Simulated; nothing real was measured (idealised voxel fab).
Name of the process module below: voxel gate over fins
Shown is cross-section cut, with a width of 205 nm and square cells of size 5 nm.
Cross-section layout: square cells on a grid; listed as bands, top to bottom; a band spans one or more cell rows. Each band's line starts with the height of the band's top and of its bottom, in nm. Then come its materials from left to right, each with its width in nm. One material with "edge to edge" fills the band from edge to edge. "blank" is empty space. Height reference: 0 = level under which incoming wafer is all one material. Lowest band: no bottom, runs on downward, e.g. "0 and below". The width entry "30..40" should be interpreted row by row: the top row of cells in the band takes the first number, the bottom row takes the second number, and the change between adjacent rows is uniform throughout. The designation "all unchanged", where it is given for a processing step, indicates that no cell of the cross-section was altered in the course of that step. Closed empty spaces (no open way to the top) of 8 cells or more are what "Closed-off voids" lists, each as width x height at distance from the left edge, nm for all three. What comes after the settings on a step's line is commentary from the simulator itself on that step. Among the settings permitted on a step's line is "overlay nm"; applied to a step with a mask, it specifies the extent to which the mask lay to the right of its planned position, whereas a negative figure signifies a position to the left.

-- The steps planned for the process are as follows
| 1 | RECEIVE, material Si |
| 2 | CONFORMAL_DEP, material SiN, thk nm 10 |
| 3 | DIRECTIONAL_DEP, material aC, thk nm 10 |
| 4 | PATTERN, tone cover, mask id FINS, material resist, width nm 15, pitch nm 40, thk nm 30, overlay nm 0 |
| 5 | DIRECTIONAL_ETCH, etch materials aC, depth nm 10 |
| 6 | STRIP, etch materials resist |
| 7 | DIRECTIONAL_ETCH, etch materials SiN, depth nm 10 |
| 8 | DIRECTIONAL_ETCH, etch materials Si, depth nm 35 |
| 9 | STRIP, etch materials aC |
| 10 | OXIDIZE, depth nm 5 |
| 11 | FILL_DEP, material SiO2, thk nm 10 |
| 12 | CMP, height nm 10 |
| 13 | SELECTIVE_ETCH, etch materials SiO2, depth nm 25 |
| 14 | STRIP, etch materials SiN |
| 15 | CONFORMAL_DEP, material HfO2, thk nm 5 |
| 16 | CONFORMAL_DEP, material TiN, thk nm 5 |
| 17 | CONFORMAL_DEP, material TiAl, thk nm 5 |
| 18 | CONFORMAL_DEP, material TiN, thk nm 5 |
| 19 | FILL_DEP, material W, thk nm 10 |
| 20 | CMP, height nm 25 |
| 21 | CONFORMAL_DEP, material SiCN, thk nm 10 |

-- First of two wafers, processed according to plan

-- Shown in cross-section is the wafer as received, that is, as it stands after step 1
  0 and below  Si edge to edge
  Closed-off voids: none

-- After step 2, in cross-section
  10 down to 0  SiN edge to edge
  All layers under 0 are left as they were.

-- After step 3, in cross-section
  20 down to 10  aC edge to edge
  All layers under 10 are left as they were.

-- After step 4, in cross-section
  50 down to 20  blank: 55; resist: 15; blank: 25; resist: 15; blank: 25; resist: 15; blank: 55
  All layers under 20 are left as they were.

-- After step 5, in cross-section
  40 down to 20  blank: 55; resist: 15; blank: 25; resist: 15; blank: 25; resist: 15; blank: 55
  20 down to 10  blank: 55; aC: 15; blank: 25; aC: 15; blank: 25; aC: 15; blank: 55
  All layers under 10 are left as they were.

-- After step 6, in cross-section
  20 down to 10  blank: 55; aC: 15; blank: 25; aC: 15; blank: 25; aC: 15; blank: 55
  All layers under 10 are left as they were.

-- After step 7, in cross-section
  20 down to 10  blank: 55; aC: 15; blank: 25; aC: 15; blank: 25; aC: 15; blank: 55
  10 down to 0  blank: 55; SiN: 15; blank: 25; SiN: 15; blank: 25; SiN: 15; blank: 55
  All layers under 0 are left as they were.

-- After step 8, in cross-section
  20 down to 10  blank: 55; aC: 15; blank: 25; aC: 15; blank: 25; aC: 15; blank: 55
  10 down to 0  blank: 55; SiN: 15; blank: 25; SiN: 15; blank: 25; SiN: 15; blank: 55
  0 down to -35  blank: 55; Si: 15; blank: 25; Si: 15; blank: 25; Si: 15; blank: 55
  All layers under -35 are left as they were.

-- After step 9, in cross-section
  10 down to 0  blank: 55; SiN: 15; blank: 25; SiN: 15; blank: 25; SiN: 15; blank: 55
  All layers under 0 are left as they were.

-- After step 10, in cross-section
  10 down to 0  blank: 55; SiN: 15; blank: 25; SiN: 15; blank: 25; SiN: 15; blank: 55
  0 down to -35  blank: 55; SiO2: 5; Si: 5; SiO2: 5; blank: 25; SiO2: 5; Si: 5; SiO2: 5; blank: 25; SiO2: 5; Si: 5; SiO2: 5; blank: 55
  -35 down to -40  SiO2: 60; Si: 5; SiO2: 35; Si: 5; SiO2: 35; Si: 5; SiO2: 60
  All layers under -40 are left as they were.

-- After step 11, in cross-section
  20 down to 10  SiO2 edge to edge
  10 down to 0  SiO2: 55; SiN: 15; SiO2: 25; SiN: 15; SiO2: 25; SiN: 15; SiO2: 55
  0 down to -40  SiO2: 60; Si: 5; SiO2: 35; Si: 5; SiO2: 35; Si: 5; SiO2: 60
  All layers under -40 are left as they were.

-- After step 12, in cross-section
  10 down to 0  SiO2: 55; SiN: 15; SiO2: 25; SiN: 15; SiO2: 25; SiN: 15; SiO2: 55
  All layers under 0 are left as they were.

-- After step 13, in cross-section
  10 down to 0  blank: 55; SiN: 15; blank: 25; SiN: 15; blank: 25; SiN: 15; blank: 55
  0 down to -15  blank: 60; Si: 5; blank: 35; Si: 5; blank: 35; Si: 5; blank: 60
  All layers under -15 are left as they were.

-- After step 14, in cross-section
  0 down to -15  blank: 60; Si: 5; blank: 35; Si: 5; blank: 35; Si: 5; blank: 60
  All layers under -15 are left as they were.

-- After step 15, in cross-section
  5 down to 0  blank: 55; HfO2: 15; blank: 25; HfO2: 15; blank: 25; HfO2: 15; blank: 55
  0 down to -10  blank: 55; HfO2: 5; Si: 5; HfO2: 5; blank: 25; HfO2: 5; Si: 5; HfO2: 5; blank: 25; HfO2: 5; Si: 5; HfO2: 5; blank: 55
  -10 down to -15  HfO2: 60; Si: 5; HfO2: 35; Si: 5; HfO2: 35; Si: 5; HfO2: 60
  All layers under -15 are left as they were.

-- After step 16, in cross-section
  10 down to 5  blank: 50; TiN: 25; blank: 15; TiN: 25; blank: 15; TiN: 25; blank: 50
  5 down to 0  blank: 50; TiN: 5; HfO2: 15; TiN: 5; blank: 15; TiN: 5; HfO2: 15; TiN: 5; blank: 15; TiN: 5; HfO2: 15; TiN: 5; blank: 50
  0 down to -5  blank: 50; TiN: 5; HfO2: 5; Si: 5; HfO2: 5; TiN: 5; blank: 15; TiN: 5; HfO2: 5; Si: 5; HfO2: 5; TiN: 5; blank: 15; TiN: 5; HfO2: 5; Si: 5; HfO2: 5; TiN: 5; blank: 50
  -5 down to -10  TiN: 55; HfO2: 5; Si: 5; HfO2: 5; TiN: 25; HfO2: 5; Si: 5; HfO2: 5; TiN: 25; HfO2: 5; Si: 5; HfO2: 5; TiN: 55
  All layers under -10 are left as they were.

-- After step 17, in cross-section
  15 down to 10  blank: 45; TiAl: 35; blank: 5; TiAl: 35; blank: 5; TiAl: 35; blank: 45
  10 down to 5  blank: 45; TiAl: 5; TiN: 25; TiAl: 5; blank: 5; TiAl: 5; TiN: 25; TiAl: 5; blank: 5; TiAl: 5; TiN: 25; TiAl: 5; blank: 45
  5 down to 0  blank: 45; TiAl: 5; TiN: 5; HfO2: 15; TiN: 5; TiAl: 5; blank: 5; TiAl: 5; TiN: 5; HfO2: 15; TiN: 5; TiAl: 5; blank: 5; TiAl: 5; TiN: 5; HfO2: 15; TiN: 5; TiAl: 5; blank: 45
  0 down to -5  TiAl: 50; TiN: 5; HfO2: 5; Si: 5; HfO2: 5; TiN: 5; TiAl: 15; TiN: 5; HfO2: 5; Si: 5; HfO2: 5; TiN: 5; TiAl: 15; TiN: 5; HfO2: 5; Si: 5; HfO2: 5; TiN: 5; TiAl: 50
  All layers under -5 are left as they were.

-- After step 18, in cross-section
  20 down to 15  blank: 40; TiN: 125; blank: 40
  15 down to 10  blank: 40; TiN: 5; TiAl: 35; TiN: 5; TiAl: 35; TiN: 5; TiAl: 35; TiN: 5; blank: 40
  10 down to 5  blank: 40; TiN: 5; TiAl: 5; TiN: 25; TiAl: 5; TiN: 5; TiAl: 5; TiN: 25; TiAl: 5; TiN: 5; TiAl: 5; TiN: 25; TiAl: 5; TiN: 5; blank: 40
  5 down to 0  TiN: 45; TiAl: 5; TiN: 5; HfO2: 15; TiN: 5; TiAl: 5; TiN: 5; TiAl: 5; TiN: 5; HfO2: 15; TiN: 5; TiAl: 5; TiN: 5; TiAl: 5; TiN: 5; HfO2: 15; TiN: 5; TiAl: 5; TiN: 45
  All layers under 0 are left as they were.

-- After step 19, in cross-section
  30 down to 20  W edge to edge
  20 down to 15  W: 40; TiN: 125; W: 40
  15 down to 10  W: 40; TiN: 5; TiAl: 35; TiN: 5; TiAl: 35; TiN: 5; TiAl: 35; TiN: 5; W: 40
  10 down to 5  W: 40; TiN: 5; TiAl: 5; TiN: 25; TiAl: 5; TiN: 5; TiAl: 5; TiN: 25; TiAl: 5; TiN: 5; TiAl: 5; TiN: 25; TiAl: 5; TiN: 5; W: 40
  All layers under 5 are left as they were.

-- After step 20, in cross-section
  25 down to 20  W edge to edge
  All layers under 20 are left as they were.

-- After step 21, in cross-section
  35 down to 25  SiCN edge to edge
  All layers under 25 are left as they were.

-- The second wafer was prepared from the same starting point and under the same plan as the first; its processing contained one mistake, and it remains indistinguishable from the first wafer up to and including step 3

-- Cross-sectional representation of the second wafer at the time designated in the plan for the completion of step 4
  50 down to 20  resist: 55; blank: 15; resist: 25; blank: 15; resist: 25; blank: 15; resist: 55
  All layers under 20 are left as they were.

-- Cross-sectional representation of the second wafer at the time designated in the plan for the completion of step 5
  40 down to 20  resist: 55; blank: 15; resist: 25; blank: 15; resist: 25; blank: 15; resist: 55
  20 down to 10  aC: 55; blank: 15; aC: 25; blank: 15; aC: 25; blank: 15; aC: 55
  All layers under 10 are left as they were.

-- Cross-sectional representation of the second wafer at the time designated in the plan for the completion of step 6
  20 down to 10  aC: 55; blank: 15; aC: 25; blank: 15; aC: 25; blank: 15; aC: 55
  All layers under 10 are left as they were.

-- Cross-sectional representation of the second wafer at the time designated in the plan for the completion of step 7
  20 down to 10  aC: 55; blank: 15; aC: 25; blank: 15; aC: 25; blank: 15; aC: 55
  10 down to 0  SiN: 55; blank: 15; SiN: 25; blank: 15; SiN: 25; blank: 15; SiN: 55
  All layers under 0 are left as they were.

-- Cross-sectional representation of the second wafer at the time designated in the plan for the completion of step 8
  20 down to 10  aC: 55; blank: 15; aC: 25; blank: 15; aC: 25; blank: 15; aC: 55
  10 down to 0  SiN: 55; blank: 15; SiN: 25; blank: 15; SiN: 25; blank: 15; SiN: 55
  0 down to -35  Si: 55; blank: 15; Si: 25; blank: 15; Si: 25; blank: 15; Si: 55
  All layers under -35 are left as they were.

-- Cross-sectional representation of the second wafer at the time designated in the plan for the completion of step 9
  10 down to 0  SiN: 55; blank: 15; SiN: 25; blank: 15; SiN: 25; blank: 15; SiN: 55
  All layers under 0 are left as they were.

-- Cross-sectional representation of the second wafer at the time designated in the plan for the completion of step 10
  10 down to 0  SiN: 55; blank: 15; SiN: 25; blank: 15; SiN: 25; blank: 15; SiN: 55
  0 down to -35  Si: 50; SiO2: 5; blank: 15; SiO2: 5; Si: 15; SiO2: 5; blank: 15; SiO2: 5; Si: 15; SiO2: 5; blank: 15; SiO2: 5; Si: 50
  -35 down to -40  Si: 50; SiO2: 25; Si: 15; SiO2: 25; Si: 15; SiO2: 25; Si: 50
  All layers under -40 are left as they were.

-- Cross-sectional representation of the second wafer at the time designated in the plan for the completion of step 11
  20 down to 10  SiO2 edge to edge
  10 down to 0  SiN: 55; SiO2: 15; SiN: 25; SiO2: 15; SiN: 25; SiO2: 15; SiN: 55
  0 down to -40  Si: 50; SiO2: 25; Si: 15; SiO2: 25; Si: 15; SiO2: 25; Si: 50
  All layers under -40 are left as they were.

-- Cross-sectional representation of the second wafer at the time designated in the plan for the completion of step 12
  10 down to 0  SiN: 55; SiO2: 15; SiN: 25; SiO2: 15; SiN: 25; SiO2: 15; SiN: 55
  All layers under 0 are left as they were.

-- Cross-sectional representation of the second wafer at the time designated in the plan for the completion of step 13
  10 down to 0  SiN: 55; blank: 15; SiN: 25; blank: 15; SiN: 25; blank: 15; SiN: 55
  0 down to -15  Si: 50; blank: 25; Si: 15; blank: 25; Si: 15; blank: 25; Si: 50
  All layers under -15 are left as they were.

-- Cross-sectional representation of the second wafer at the time designated in the plan for the completion of step 14
  0 down to -15  Si: 50; blank: 25; Si: 15; blank: 25; Si: 15; blank: 25; Si: 50
  All layers under -15 are left as they were.

-- Cross-sectional representation of the second wafer at the time designated in the plan for the completion of step 15
  5 down to 0  HfO2: 55; blank: 15; HfO2: 25; blank: 15; HfO2: 25; blank: 15; HfO2: 55
  0 down to -10  Si: 50; HfO2: 5; blank: 15; HfO2: 5; Si: 15; HfO2: 5; blank: 15; HfO2: 5; Si: 15; HfO2: 5; blank: 15; HfO2: 5; Si: 50
  -10 down to -15  Si: 50; HfO2: 25; Si: 15; HfO2: 25; Si: 15; HfO2: 25; Si: 50
  All layers under -15 are left as they were.

-- Cross-sectional representation of the second wafer at the time designated in the plan for the completion of step 16
  10 down to 5  TiN: 60; blank: 5; TiN: 35; blank: 5; TiN: 35; blank: 5; TiN: 60
  5 down to 0  HfO2: 55; TiN: 5; blank: 5; TiN: 5; HfO2: 25; TiN: 5; blank: 5; TiN: 5; HfO2: 25; TiN: 5; blank: 5; TiN: 5; HfO2: 55
  0 down to -5  Si: 50; HfO2: 5; TiN: 5; blank: 5; TiN: 5; HfO2: 5; Si: 15; HfO2: 5; TiN: 5; blank: 5; TiN: 5; HfO2: 5; Si: 15; HfO2: 5; TiN: 5; blank: 5; TiN: 5; HfO2: 5; Si: 50
  -5 down to -10  Si: 50; HfO2: 5; TiN: 15; HfO2: 5; Si: 15; HfO2: 5; TiN: 15; HfO2: 5; Si: 15; HfO2: 5; TiN: 15; HfO2: 5; Si: 50
  All layers under -10 are left as they were.

-- Cross-sectional representation of the second wafer at the time designated in the plan for the completion of step 17
  15 down to 10  TiAl edge to edge
  10 down to 5  TiN: 60; TiAl: 5; TiN: 35; TiAl: 5; TiN: 35; TiAl: 5; TiN: 60
  5 down to 0  HfO2: 55; TiN: 5; TiAl: 5; TiN: 5; HfO2: 25; TiN: 5; TiAl: 5; TiN: 5; HfO2: 25; TiN: 5; TiAl: 5; TiN: 5; HfO2: 55
  0 down to -5  Si: 50; HfO2: 5; TiN: 5; TiAl: 5; TiN: 5; HfO2: 5; Si: 15; HfO2: 5; TiN: 5; TiAl: 5; TiN: 5; HfO2: 5; Si: 15; HfO2: 5; TiN: 5; TiAl: 5; TiN: 5; HfO2: 5; Si: 50
  All layers under -5 are left as they were.

-- Cross-sectional representation of the second wafer at the time designated in the plan for the completion of step 18
  20 down to 15  TiN edge to edge
  All layers under 15 are left as they were.

-- Cross-sectional representation of the second wafer at the time designated in the plan for the completion of step 19
  30 down to 20  W edge to edge
  All layers under 20 are left as they were.

-- Cross-sectional representation of the second wafer at the time designated in the plan for the completion of step 20
  25 down to 20  W edge to edge
  All layers under 20 are left as they were.

-- Cross-sectional representation of the second wafer at the time designated in the plan for the completion of step 21
  35 down to 25  SiCN edge to edge
  All layers under 25 are left as they were.
Against the plan, the run slipped here: step 4, actual vs plan mismatch, actual run PATTERN, tone open, mask id FINS, material resist, width nm 15, pitch nm 40, thk nm 30, overlay nm 0
End check, counted in cells, second wafer has more or fewer of these materials than the first: +184 Si, -115 SiO2, -9 TiAl, -12 TiN, -48 W
